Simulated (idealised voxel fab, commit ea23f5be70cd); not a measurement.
voxel local oxidation: a process module
Cross-section cut: width 240 nm, square cells of 5 nm.
Cross-sections here: square-cell grids, written as top-down lists of bands, a band being one or more rows of cells. A band entry consists of two parts. The first gives the height of the band's top and the height of its bottom, in nm. The rest lists the band's materials from left to right, each with its width in nm. A single material labelled with the word "all across" fills the band from edge to edge, and the word "air" marks empty space. Ref level 0: as-received wafer is one material below here. Bottom band extends down with no lower bound ("0 -> down"). Top row gets the first number, bottom row gets the second, and each row in between changes by the same step: that is how a band width like "30->40" works. Given "remained the same" for a step, no cell of the cross-section differs between before and after that step. Each empty space that has no open way to the top and spans at least 8 cells appears under "Closed void catalog" as width x height at distance, the distance counted from the left edge, all in nm. On each step's line, the part that comes after the settings is the simulator's own comment on the step. A step line may carry the setting "overlay nm", which, for steps involving a mask, states the distance by which the mask lay to the right of its intended position; negative values denote displacement to the left.
Process steps (planned):
step 1: RECEIVE | material Si
step 2: OXIDIZE | depth nm 5
step 3: CONFORMAL_DEP | material SiN | thk nm 10
step 4: DIRECTIONAL_DEP | material aC | thk nm 15
step 5: PATTERN | tone cover | mask id ACTIVE | material resist | width nm 100 | thk nm 35 | overlay nm -15
step 6: DIRECTIONAL_ETCH | etch materials aC | depth nm 15
step 7: STRIP | etch materials resist
step 8: DIRECTIONAL_ETCH | etch materials SiN | depth nm 10
step 9: STRIP | etch materials aC
step 10: SELECTIVE_ETCH | etch materials SiO2 | depth nm 5
step 11: OXIDIZE | depth nm 15
step 12: STRIP | etch materials SiN
Don't read the plan's overlay nm for step 5 as applying to every wafer: that's the first wafer's value, and the wafers differ in it, though they all start identical.
Cross-section of the first of several wafers as received (after step 1):
0 -> down = Si all across
Closed void catalog: none
Basically each wafer gets a line in the table, showing it at the end of the module: material by material, the cells it gained (+) or lost (-) since we got it, then its closed voids:
overlay nm -15; -156 Si; +126 SiO2; Closed void catalog: none
overlay nm -10; -156 Si; +126 SiO2; Closed void catalog: none
overlay nm -5; -156 Si; +126 SiO2; Closed void catalog: none
overlay nm 0; -156 Si; +126 SiO2; Closed void catalog: none
overlay nm 5; -156 Si; +126 SiO2; Closed void catalog: none
overlay nm 10; -156 Si; +126 SiO2; Closed void catalog: none
overlay nm 15; -156 Si; +126 SiO2; Closed void catalog: none
